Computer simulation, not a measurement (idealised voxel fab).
This section sets out a process module, namely voxel tone inversion.
We display cut, a cross-section 300 nm in width whose square cells are each 5 nm.
We lay out every cross-section as a grid of square cells and spell it out in bands from the top down, where one band means one or more rows of cells.
In this notation a band is specified by the heights of its top and bottom, in that order and in nm, after which its materials appear from left to right, each paired with its width in nm. The word "everywhere" attached to a single material means that material fills the band from edge to edge; the word "blank" stands for empty space.
Height 0 is the level under which the wafer as received is all one material. The lowest band goes on downwards, as in "0..down".
Read "30..40" as a graded width: first number on top, second number at the bottom, same change between each pair of neighbouring rows.
A step reported as "nothing changed" is a step in which no cell of the cross-section changed.
If an empty space has no open way to the top and is at least 8 cells in size, "Voids, sealed" lists it, written width x height at distance, where distance is measured from the left edge and every value is in nm.
On a step's line, text after the settings is the simulator commenting on that step.
overlay nm: where the mask lay relative to plan, measured to the right, on steps with a mask; negatives go left.
## The following list gives the planned process steps
step 1: RECEIVE (material Si)
step 2: CONFORMAL_DEP (material SiCN; thk nm 5)
step 3: DIRECTIONAL_DEP (material polySi; thk nm 15)
step 4: PATTERN (tone cover; mask id POSTS; material resist; width nm 20; pitch nm 40; thk nm 25; overlay nm 0)
step 5: DIRECTIONAL_ETCH (etch materials polySi; depth nm 15)
step 6: STRIP (etch materials resist)
step 7: FILL_DEP (material SiO2; thk nm 5)
step 8: CMP (height nm 20)
step 9: STRIP (etch materials polySi)
## Wafer as received: cross-section following step 1
  0..down | Si everywhere
  Voids, sealed: none
## Final cross-section, module run with one mistake (start and plan as above)
  20..15 | SiO2 everywhere
  15..0 | SiO2: 120 / polySi: 20 / SiO2: 20 / polySi: 20 / SiO2: 120
  0..down | Si everywhere
  Voids, sealed: none
what went wrong: step 2 of the plan was bypassed and not carried out
